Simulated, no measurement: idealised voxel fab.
The following process module bears the name voxel lift off.
Section cut is 295 nm wide and gridded with 5 nm square cells.
A cross-section in this document is a grid of square cells, and it is written down as bands, the top band listed before the ones below it; a band is made up of one or more rows of cells. Per band: top height and bottom height in nm, followed by the left-to-right materials and their widths in nm; "full width" marks a single material spanning edge to edge, "empty" marks empty space. Heights are expressed relative to 0, this being the level below which the as-received wafer comprises one material exclusively. The lowest band is unbounded in the downward direction and is denoted as in "0 down". Width "30->40": first value at the band's top row of cells, second value at its bottom row, equal change from row to row. When a step is marked "same as before", none of the cells in the cross-section changed during that step. Enclosed voids (no open way to top), threshold 8 cells or more, entry "Enclosed void list", notation width x height at distance, distance from left edge, nm. If you see something after the settings on a step's line, that's the simulator's own remark about that step. overlay nm: mask right of planned place by this much (step with mask). Neg. = left.
Planned process steps
1,RECEIVE,material Si
2,CONFORMAL_DEP,material Al2O3,thk nm 5
3,PATTERN,tone open,mask id LINES,material resist,width nm 30,pitch nm 50,thk nm 30,overlay nm 0
4,DIRECTIONAL_DEP,material Ru,thk nm 15
5,STRIP,etch materials resist
6,CONFORMAL_DEP,material SiCN,thk nm 5
Cross-section, incoming material, after step 1
    0 down  Si full width
    Enclosed void list: none
Here's the cross-section of the first of our two wafers at the end of the module - it ran as planned
    25 to 20  empty: 100, SiCN: 40, empty: 10, SiCN: 40, empty: 105
    20 to 10  empty: 100, SiCN: 5, Ru: 30, SiCN: 5, empty: 10, SiCN: 5, Ru: 30, SiCN: 5, empty: 105
    10 to 5  SiCN: 105, Ru: 30, SiCN: 20, Ru: 30, SiCN: 110
    5 to 0  Al2O3 full width
    0 down  Si full width
    Enclosed void list: none
Second of two wafers, module complete, sectioned: it shares the first wafer's start and plan but was run with one mistake
    25 to 20  SiCN: 110, empty: 20, SiCN: 30, empty: 20, SiCN: 115
    20 to 10  Ru: 105, SiCN: 5, empty: 20, SiCN: 5, Ru: 20, SiCN: 5, empty: 20, SiCN: 5, Ru: 110
    10 to 5  Ru: 105, SiCN: 30, Ru: 20, SiCN: 30, Ru: 110
    5 to 0  Al2O3 full width
    0 down  Si full width
    Enclosed void list: none
Want to know what went wrong? in deviation from the planned setting, step 3 was conducted as PATTERN,tone cover,mask id LINES,material resist,width nm 30,pitch nm 50,thk nm 30,overlay nm 0
Final wafer comparison in cells, second versus first, more or fewer per material: +105 Ru
